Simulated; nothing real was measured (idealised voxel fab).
Process module under the name voxel released beams
This is section cut - it's 175 nm across, gridded in 5 nm square cells.
Just so we're on the same page, the cross-sections are grids of square cells, and they're listed out in bands top to bottom, each band one or more rows deep.
Heights first: top, then bottom, in nm. Then materials, left to right, each with a width in nm. "throughout" on a single material: fills the band edge to edge. "empty": empty space.
Zero point of the height axis is 0; under it, received wafer = one material. Lowest band: continues down indefinitely, "from 0 down".
The two numbers in a width such as "30..40" mark its ends across the band: the first belongs to the top row of cells, the second to the bottom row, and from each row to the next the width moves by the same amount.
"no change occurred" for a step: no cell of the cross-section changed in that step.
If an empty space has no open way to the top and is at least 8 cells in size, "Closed void catalog" lists it, written width x height at distance, where distance is measured from the left edge and every value is in nm.
On each step's line, the part that comes after the settings is the simulator's own comment on the step.
The line of a step may include "overlay nm". On a step with a mask, this value is how far to the right of its planned place the mask lay. A negative value means the mask lay to the left.
STEPS PLANNED FOR THE PROCESS
1) RECEIVE [material Si]
2) CONFORMAL_DEP [material SiN] [thk nm 10]
3) DIRECTIONAL_DEP [material SiO2] [thk nm 10]
4) MASKED_ETCH [tone open] [mask id ANCHOR] [width nm 25] [etch materials SiO2] [depth nm 10] [overlay nm 0]
5) CONFORMAL_DEP [material W] [thk nm 10]
6) PATTERN [tone cover] [mask id BEAM] [material resist] [width nm 70] [thk nm 15] [overlay nm 0]
7) DIRECTIONAL_ETCH [etch materials W] [depth nm 10]
8) STRIP [etch materials resist]
9) STRIP [etch materials SiO2]
WAFER, FIRST OF TWO, RUN AS PLANNED
AS RECEIVED, AFTER STEP 1
    from 0 down | Si throughout
    Closed void catalog: none
YOU'RE LOOKING AT A CROSS-SECTION OF THE WAFER AFTER STEP 2
    from 10 to 0 | SiN throughout
    Beneath the level 0, the cross-section is identical to its previous state.
YOU'RE LOOKING AT A CROSS-SECTION OF THE WAFER AFTER STEP 3
    from 20 to 10 | SiO2 throughout
    Beneath the level 10, the cross-section is identical to its previous state.
YOU'RE LOOKING AT A CROSS-SECTION OF THE WAFER AFTER STEP 4
    from 20 to 10 | SiO2 (55)  empty (25)  SiO2 (95)
    Beneath the level 10, the cross-section is identical to its previous state.
YOU'RE LOOKING AT A CROSS-SECTION OF THE WAFER AFTER STEP 5
    from 30 to 20 | W (65)  empty (5)  W (105)
    from 20 to 10 | SiO2 (55)  W (25)  SiO2 (95)
    Beneath the level 10, the cross-section is identical to its previous state.
YOU'RE LOOKING AT A CROSS-SECTION OF THE WAFER AFTER STEP 6
    from 45 to 30 | empty (50)  resist (70)  empty (55)
    from 30 to 20 | W (65)  resist (5)  W (105)
    Beneath the level 20, the cross-section is identical to its previous state.
YOU'RE LOOKING AT A CROSS-SECTION OF THE WAFER AFTER STEP 7
    from 45 to 30 | empty (50)  resist (70)  empty (55)
    from 30 to 20 | empty (50)  W (15)  resist (5)  W (50)  empty (55)
    Beneath the level 20, the cross-section is identical to its previous state.
YOU'RE LOOKING AT A CROSS-SECTION OF THE WAFER AFTER STEP 8
    from 30 to 20 | empty (50)  W (15)  empty (5)  W (50)  empty (55)
    Beneath the level 20, the cross-section is identical to its previous state.
YOU'RE LOOKING AT A CROSS-SECTION OF THE WAFER AFTER STEP 9
    from 30 to 20 | empty (50)  W (15)  empty (5)  W (50)  empty (55)
    from 20 to 10 | empty (55)  W (25)  empty (95)
    Beneath the level 10, the cross-section is identical to its previous state.
SECOND WAFER - SHARED START AND PLAN WITH THE FIRST - ONE ERROR IN RUNNING - SAME AS THE FIRST UP TO STEP 6 INCLUSIVE
CROSS-SECTION OF THE SECOND WAFER AT THE TIME STEP 7 OF THE PLAN SHOULD HAVE ENDED
    from 45 to 30 | empty (50)  resist (70)  empty (55)
    from 30 to 20 | empty (50)  W (15)  resist (5)  W (50)  empty (55)
    Beneath the level 20, the cross-section is identical to its previous state.
CROSS-SECTION OF THE SECOND WAFER AT THE TIME STEP 8 OF THE PLAN SHOULD HAVE ENDED
    from 30 to 20 | empty (50)  W (15)  empty (5)  W (50)  empty (55)
    Beneath the level 20, the cross-section is identical to its previous state.
CROSS-SECTION OF THE SECOND WAFER AT THE TIME STEP 9 OF THE PLAN SHOULD HAVE ENDED
    from 30 to 20 | empty (50)  W (15)  empty (5)  W (50)  empty (55)
    from 20 to 10 | empty (55)  W (25)  empty (95)
    Beneath the level 10, the cross-section is identical to its previous state.
Want to know what went wrong? step 7 was run twice
At process end the two wafers are indistinguishable in cross-section, so the error does not change what this model computes.
